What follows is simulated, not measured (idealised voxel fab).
Module name: voxel ribs on slabs (process module)
Cross-sectional view cut (width: 145 nm; square cell size: 5 nm).
Cross-section spec: square-cell grid; bands listed top down; each band is one or more rows. In this notation a band is specified by the heights of its top and bottom, in that order and in nm, after which its materials appear from left to right, each paired with its width in nm. The word "edge to edge" attached to a single material means that material fills the band from edge to edge; the word "air" stands for empty space. A quick word on heights: they are counted from 0, and under that level the wafer as it came to us is one material throughout. The lowest band is different from the rest in having no bottom; it simply continues downward, written as in "0 down". You'd read "30..40" like this: the band's top row of cells is as wide as the first number, its bottom row is as wide as the second, and going down, every row changes width by the same amount as the row before did. For the purposes of this document, the phrase "remained the same" attached to a step denotes that no cell within the cross-section was modified by that step. If an empty space has no open way to the top and is at least 8 cells in size, "Sealed-off cavities" lists it, written width x height at distance, where distance is measured from the left edge and every value is in nm. If you see something after the settings on a step's line, that's the simulator's own remark about that step. overlay nm: mask right of planned place by this much (step with mask). Neg. = left.

Planned step list for the process:
1,RECEIVE (material Si)
2,DIRECTIONAL_DEP (material SiO2; thk nm 25)
3,DIRECTIONAL_DEP (material SiN; thk nm 15)
4,PATTERN (tone cover; mask id RIB; material resist; width nm 25; thk nm 20; overlay nm 0)
5,DIRECTIONAL_ETCH (etch materials SiN; depth nm 5)
6,STRIP (etch materials resist)
7,PATTERN (tone cover; mask id SLAB; material resist; width nm 85; thk nm 15; overlay nm 0)
8,DIRECTIONAL_ETCH (etch materials SiN; depth nm 10)
9,STRIP (etch materials resist)
10,FILL_DEP (material SiO2; thk nm 15)
11,CMP (height nm 50)
12,DIRECTIONAL_DEP (material W; thk nm 10)
13,PATTERN (tone cover; mask id HEATER; material resist; width nm 35; thk nm 20; overlay nm 0)
14,DIRECTIONAL_ETCH (etch materials W; depth nm 10)
15,STRIP (etch materials resist)
16,CONFORMAL_DEP (material SiO2; thk nm 5)

Of two wafers, the first: run according to plan:

Shown in cross-section is the wafer as received, that is, as it stands after step 1:
0 down  Si edge to edge
Sealed-off cavities: none

After step 2:
25 to 0  SiO2 edge to edge
Below 0, no change.

After step 3:
40 to 25  SiN edge to edge
Below 25, no change.

After step 4:
60 to 40  air (60) | resist (25) | air (60)
Below 40, no change.

After step 5:
60 to 40  air (60) | resist (25) | air (60)
40 to 35  air (60) | SiN (25) | air (60)
Below 35, no change.

After step 6:
40 to 35  air (60) | SiN (25) | air (60)
Below 35, no change.

After step 7:
55 to 40  air (30) | resist (85) | air (30)
40 to 35  air (30) | resist (30) | SiN (25) | resist (30) | air (30)
Below 35, no change.

After step 8:
55 to 40  air (30) | resist (85) | air (30)
40 to 35  air (30) | resist (30) | SiN (25) | resist (30) | air (30)
35 to 25  air (30) | SiN (85) | air (30)
Below 25, no change.

After step 9:
40 to 35  air (60) | SiN (25) | air (60)
Below 35, no change.

After step 10:
55 to 40  SiO2 edge to edge
40 to 35  SiO2 (60) | SiN (25) | SiO2 (60)
35 to 25  SiO2 (30) | SiN (85) | SiO2 (30)
Below 25, no change.

After step 11:
50 to 40  SiO2 edge to edge
Below 40, no change.

After step 12:
60 to 50  W edge to edge
Below 50, no change.

After step 13:
80 to 60  air (55) | resist (35) | air (55)
Below 60, no change.

After step 14:
80 to 60  air (55) | resist (35) | air (55)
60 to 50  air (55) | W (35) | air (55)
Below 50, no change.

After step 15:
60 to 50  air (55) | W (35) | air (55)
Below 50, no change.

After step 16:
65 to 60  air (50) | SiO2 (45) | air (50)
60 to 55  air (50) | SiO2 (5) | W (35) | SiO2 (5) | air (50)
55 to 50  SiO2 (55) | W (35) | SiO2 (55)
Below 50, no change.

Regarding the second of the two wafers: it shared the first wafer's starting condition and process plan, yet one error occurred during its execution. Its history coincides with that of the first wafer up to and including step 15:

when step 16 should have ended: remained the same
Plan not followed: the run left out plan step 16 entirely, so it was never executed
Per the end-of-run cell counts, the second wafer holds more or fewer of some materials than the first: -33 SiO2
